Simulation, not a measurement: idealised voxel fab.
process module | voxel lift off
cross-section cut | 215 nm wide | cells 5 nm
A cross-section is a grid of square cells, given in bands from the top down. A band is one or more rows of cells.
Each band's line starts with the height of the band's top and of its bottom, in nm. Then come its materials from left to right, each with its width in nm. One material with "throughout" fills the band from edge to edge. "air" is empty space.
Height 0 is the level under which the wafer as received is all one material. The lowest band goes on downwards, as in "0 down".
A width such as "30 to 40" changes by the same amount from each row of cells to the next, from the band's top row to its bottom row.
"no change" after a step means that no cell of the cross-section changed.
closed voids: empty space of 8 cells or more with no open way to the top, each as width x height at its distance from the left edge, in nm
after a step's settings: what the simulator itself notes on the step
overlay nm, on a step with a mask: how far to the right of its planned place the mask lay; to the left if negative
plan
1 op RECEIVE | material Si
2 op CONFORMAL_DEP | material Al2O3 | thk nm 5
3 op PATTERN | tone open | mask id LINES | material resist | width nm 25 | pitch nm 40 | thk nm 20 | overlay nm 0
4 op DIRECTIONAL_DEP | material Ru | thk nm 10
5 op STRIP | etch materials resist
6 op CONFORMAL_DEP | material SiCN | thk nm 5
first wafer, as planned
as received, after step 1
  0 down: Si throughout
  closed voids: none
after step 2
  5 to 0: Al2O3 throughout
  below 0: unchanged
after step 3
  25 to 5: resist 35 | air 25 | resist 15 | air 25 | resist 15 | air 25 | resist 15 | air 25 | resist 35
  below 5: unchanged
after step 4
  35 to 25: Ru 35 | air 25 | Ru 15 | air 25 | Ru 15 | air 25 | Ru 15 | air 25 | Ru 35
  25 to 15: resist 35 | air 25 | resist 15 | air 25 | resist 15 | air 25 | resist 15 | air 25 | resist 35
  15 to 5: resist 35 | Ru 25 | resist 15 | Ru 25 | resist 15 | Ru 25 | resist 15 | Ru 25 | resist 35
  below 5: unchanged
after step 5
  15 to 5: air 35 | Ru 25 | air 15 | Ru 25 | air 15 | Ru 25 | air 15 | Ru 25 | air 35
  below 5: unchanged
after step 6
  20 to 15: air 30 | SiCN 35 | air 5 | SiCN 35 | air 5 | SiCN 35 | air 5 | SiCN 35 | air 30
  15 to 10: air 30 | SiCN 5 | Ru 25 | SiCN 5 | air 5 | SiCN 5 | Ru 25 | SiCN 5 | air 5 | SiCN 5 | Ru 25 | SiCN 5 | air 5 | SiCN 5 | Ru 25 | SiCN 5 | air 30
  10 to 5: SiCN 35 | Ru 25 | SiCN 15 | Ru 25 | SiCN 15 | Ru 25 | SiCN 15 | Ru 25 | SiCN 35
  below 5: unchanged
second wafer: like start, like plan, one mistake. Through step 3 it matches the first wafer
when step 4 should have ended: no change
when step 5 should have ended
  5 to 0: Al2O3 throughout
  below 0: unchanged
when step 6 should have ended
  10 to 5: SiCN throughout
  below 5: unchanged
what went wrong: step 4 was left out
at the end the second wafer has, in cells: 40 fewer of Ru | 16 fewer of SiCN
